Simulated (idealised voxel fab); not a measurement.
process module | voxel ribs on slabs
cross-section cut | 255 nm wide | cells 5 nm
A cross-section is a grid of square cells, given in bands from the top down. A band is one or more rows of cells.
Each band's line starts with the height of the band's top and of its bottom, in nm. Then come its materials from left to right, each with its width in nm. One material with "throughout" fills the band from edge to edge. "air" is empty space.
Height 0 is the level under which the wafer as received is all one material. The lowest band goes on downwards, as in "0 down".
A width such as "30 to 40" changes by the same amount from each row of cells to the next, from the band's top row to its bottom row.
"no change" after a step means that no cell of the cross-section changed.
closed voids: empty space of 8 cells or more with no open way to the top, each as width x height at its distance from the left edge, in nm
after a step's settings: what the simulator itself notes on the step
overlay nm, on a step with a mask: how far to the right of its planned place the mask lay; to the left if negative
plan
1 op RECEIVE | material Si
2 op DIRECTIONAL_DEP | material SiO2 | thk nm 20
3 op DIRECTIONAL_DEP | material SiN | thk nm 20
4 op DIRECTIONAL_DEP | material aC | thk nm 10
5 op PATTERN | tone cover | mask id RIB | material resist | width nm 15 | thk nm 25 | overlay nm 0
6 op DIRECTIONAL_ETCH | etch materials aC | depth nm 10
7 op STRIP | etch materials resist
8 op DIRECTIONAL_ETCH | etch materials SiN | depth nm 10
9 op STRIP | etch materials aC
10 op PATTERN | tone cover | mask id SLAB | material resist | width nm 75 | thk nm 20 | overlay nm 0
11 op DIRECTIONAL_ETCH | etch materials SiN | depth nm 10
12 op STRIP | etch materials resist
13 op FILL_DEP | material SiO2 | thk nm 20
14 op CMP | height nm 50
15 op DIRECTIONAL_DEP | material W | thk nm 10
16 op MASKED_ETCH | tone cover | mask id HEATER | width nm 25 | etch materials W | depth nm 10 | overlay nm 0
17 op CONFORMAL_DEP | material SiO2 | thk nm 5
as received, after step 1
  0 down: Si throughout
  closed voids: none
first wafer at the end, as planned
  65 to 60: air 110 | SiO2 35 | air 110
  60 to 55: air 110 | SiO2 5 | W 25 | SiO2 5 | air 110
  55 to 50: SiO2 115 | W 25 | SiO2 115
  50 to 40: SiO2 throughout
  40 to 30: SiO2 120 | SiN 15 | SiO2 120
  30 to 20: SiO2 90 | SiN 75 | SiO2 90
  20 to 0: SiO2 throughout
  0 down: Si throughout
  closed voids: none
second wafer at the end: like start, like plan, one mistake
  65 to 60: air 110 | SiO2 35 | air 110
  60 to 55: air 110 | SiO2 5 | W 25 | SiO2 5 | air 110
  55 to 50: SiO2 115 | W 25 | SiO2 115
  50 to 0: SiO2 throughout
  0 down: Si throughout
  closed voids: none
what went wrong: step 3 ran as: op DIRECTIONAL_DEP | material SiO2 | thk nm 20
at the end the second wafer has, in cells: 36 fewer of SiN | 36 more of SiO2
